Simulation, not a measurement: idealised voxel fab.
process module | voxel double patterning
cross-section cut | 210 nm wide | cells 5 nm
A cross-section is a grid of square cells, given in bands from the top down. A band is one or more rows of cells.
Each band's line starts with the height of the band's top and of its bottom, in nm. Then come its materials from left to right, each with its width in nm. One material with "throughout" fills the band from edge to edge. "air" is empty space.
Height 0 is the level under which the wafer as received is all one material. The lowest band goes on downwards, as in "0 down".
A width such as "30 to 40" changes by the same amount from each row of cells to the next, from the band's top row to its bottom row.
"no change" after a step means that no cell of the cross-section changed.
closed voids: empty space of 8 cells or more with no open way to the top, each as width x height at its distance from the left edge, in nm
after a step's settings: what the simulator itself notes on the step
overlay nm, on a step with a mask: how far to the right of its planned place the mask lay; to the left if negative
plan
1 op RECEIVE | material Si
2 op CONFORMAL_DEP | material SiO2 | thk nm 10
3 op DIRECTIONAL_DEP | material polySi | thk nm 10
4 op DIRECTIONAL_DEP | material SiN | thk nm 10
5 op DIRECTIONAL_DEP | material aC | thk nm 10
6 op PATTERN | tone open | mask id FIRST | material resist | width nm 15 | pitch nm 50 | thk nm 25 | overlay nm 0
7 op DIRECTIONAL_ETCH | etch materials aC | depth nm 10
8 op STRIP | etch materials resist
9 op DIRECTIONAL_ETCH | etch materials SiN | depth nm 10
10 op STRIP | etch materials aC
11 op MASKED_ETCH | tone open | mask id SECOND | width nm 15 | pitch nm 50 | etch materials SiN | depth nm 10 | overlay nm 0
12 op DIRECTIONAL_ETCH | etch materials polySi | depth nm 10
13 op STRIP | etch materials SiN
first wafer, as planned
as received, after step 1
  0 down: Si throughout
  closed voids: none
after step 2
  10 to 0: SiO2 throughout
  below 0: unchanged
after step 3
  20 to 10: polySi throughout
  below 10: unchanged
after step 4
  30 to 20: SiN throughout
  below 20: unchanged
after step 5
  40 to 30: aC throughout
  below 30: unchanged
after step 6
  65 to 40: resist 45 | air 15 | resist 35 | air 15 | resist 35 | air 15 | resist 50
  below 40: unchanged
after step 7
  55 to 40: resist 45 | air 15 | resist 35 | air 15 | resist 35 | air 15 | resist 50
  40 to 30: aC 45 | air 15 | aC 35 | air 15 | aC 35 | air 15 | aC 50
  below 30: unchanged
after step 8
  40 to 30: aC 45 | air 15 | aC 35 | air 15 | aC 35 | air 15 | aC 50
  below 30: unchanged
after step 9
  40 to 30: aC 45 | air 15 | aC 35 | air 15 | aC 35 | air 15 | aC 50
  30 to 20: SiN 45 | air 15 | SiN 35 | air 15 | SiN 35 | air 15 | SiN 50
  below 20: unchanged
after step 10
  30 to 20: SiN 45 | air 15 | SiN 35 | air 15 | SiN 35 | air 15 | SiN 50
  below 20: unchanged
after step 11
  30 to 20: SiN 45 | air 15 | SiN 10 | air 15 | SiN 10 | air 15 | SiN 10 | air 15 | SiN 10 | air 15 | SiN 50
  below 20: unchanged
after step 12
  30 to 20: SiN 45 | air 15 | SiN 10 | air 15 | SiN 10 | air 15 | SiN 10 | air 15 | SiN 10 | air 15 | SiN 50
  20 to 10: polySi 45 | air 15 | polySi 10 | air 15 | polySi 10 | air 15 | polySi 10 | air 15 | polySi 10 | air 15 | polySi 50
  below 10: unchanged
after step 13
  20 to 10: polySi 45 | air 15 | polySi 10 | air 15 | polySi 10 | air 15 | polySi 10 | air 15 | polySi 10 | air 15 | polySi 50
  below 10: unchanged
second wafer: like start, like plan, one mistake. Through step 5 it matches the first wafer
when step 6 should have ended
  65 to 40: resist 55 | air 15 | resist 35 | air 15 | resist 35 | air 15 | resist 40
  below 40: unchanged
when step 7 should have ended
  55 to 40: resist 55 | air 15 | resist 35 | air 15 | resist 35 | air 15 | resist 40
  40 to 30: aC 55 | air 15 | aC 35 | air 15 | aC 35 | air 15 | aC 40
  below 30: unchanged
when step 8 should have ended
  40 to 30: aC 55 | air 15 | aC 35 | air 15 | aC 35 | air 15 | aC 40
  below 30: unchanged
when step 9 should have ended
  40 to 30: aC 55 | air 15 | aC 35 | air 15 | aC 35 | air 15 | aC 40
  30 to 20: SiN 55 | air 15 | SiN 35 | air 15 | SiN 35 | air 15 | SiN 40
  below 20: unchanged
when step 10 should have ended
  30 to 20: SiN 55 | air 15 | SiN 35 | air 15 | SiN 35 | air 15 | SiN 40
  below 20: unchanged
when step 11 should have ended
  30 to 20: SiN 55 | air 30 | SiN 20 | air 30 | SiN 20 | air 15 | SiN 40
  below 20: unchanged
when step 12 should have ended
  30 to 20: SiN 55 | air 30 | SiN 20 | air 30 | SiN 20 | air 15 | SiN 40
  20 to 10: polySi 55 | air 30 | polySi 20 | air 30 | polySi 20 | air 15 | polySi 40
  below 10: unchanged
when step 13 should have ended
  20 to 10: polySi 55 | air 30 | polySi 20 | air 30 | polySi 20 | air 15 | polySi 40
  below 10: unchanged
what went wrong: step 6 ran as: op PATTERN | tone open | mask id FIRST | material resist | width nm 15 | pitch nm 50 | thk nm 25 | overlay nm 10
at the end the second wafer has, in cells: as many of each material as the first, in other places
